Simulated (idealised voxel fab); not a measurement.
The process module that follows is named voxel spacer lines.
265 nm wide, 5 nm square cells: that's cross-section cut.
In what follows, cross-sections appear as grids of square cells, described through bands that run from the top down, where every band is one or more rows of cells. Band: top height; bottom height; in nm. Then, left to right: material with width in nm, for each material. "full width": a single material spanning edge to edge. "blank": empty space. Heights are measured from 0, the level below which the as-received wafer is all one material; the lowest band has no bottom and continues downward, written as in "0 and below". The notation "30->40" denotes a width that varies across the rows of cells in the band, beginning at the first number in the top row, finishing at the second number in the bottom row, and changing by an identical amount from each row to the next. When a step is marked "nothing altered", none of the cells in the cross-section changed during that step. Closed-off voids of 8+ cells (no open route to the top) go in "Unvented voids", written width x height at distance from the left edge, in nm. Heads up: the bit after the settings on a step's line is the simulator's remark on that step. The "overlay nm" setting may appear on a step's line; for a step that uses a mask, it gives how far to the right of its planned position the mask lay, and a negative value indicates the left.

Process steps foreseen in the plan:
1 RECEIVE with material Si
2 CONFORMAL_DEP with material Al2O3, thk nm 10
3 DIRECTIONAL_DEP with material TiN, thk nm 10
4 DIRECTIONAL_DEP with material aC, thk nm 25
5 PATTERN with tone cover, mask id MANDREL, material resist, width nm 20, pitch nm 70, thk nm 35, overlay nm -15
6 DIRECTIONAL_ETCH with etch materials aC, depth nm 25
7 STRIP with etch materials resist
8 CONFORMAL_DEP with material SiO2, thk nm 15
9 DIRECTIONAL_ETCH with etch materials SiO2, depth nm 15
10 STRIP with etch materials aC
11 DIRECTIONAL_ETCH with etch materials TiN, depth nm 10
12 STRIP with etch materials SiO2
Heads up: all these wafers start the same, and what changes between them is the overlay nm in step 5. The value you see in the plan is just what the first wafer got.

Step 1 complete: as-received cross-section of the first of several wafers:
* 0 and below  Si full width
* Unvented voids: none

For your reference, the table is organized with a row per wafer; each row reflects the wafer at the end of the module, indicating for each material the cells gained (+) or lost (-) since receipt, and thereafter its closed voids:
overlay nm -15, +106 Al2O3, +36 TiN, Unvented voids: none
overlay nm -10, +106 Al2O3, +36 TiN, Unvented voids: none
overlay nm -5, +106 Al2O3, +36 TiN, Unvented voids: none
overlay nm 0, +106 Al2O3, +36 TiN, Unvented voids: none
overlay nm 5, +106 Al2O3, +36 TiN, Unvented voids: none
overlay nm 10, +106 Al2O3, +36 TiN, Unvented voids: none
overlay nm 15, +106 Al2O3, +36 TiN, Unvented voids: none
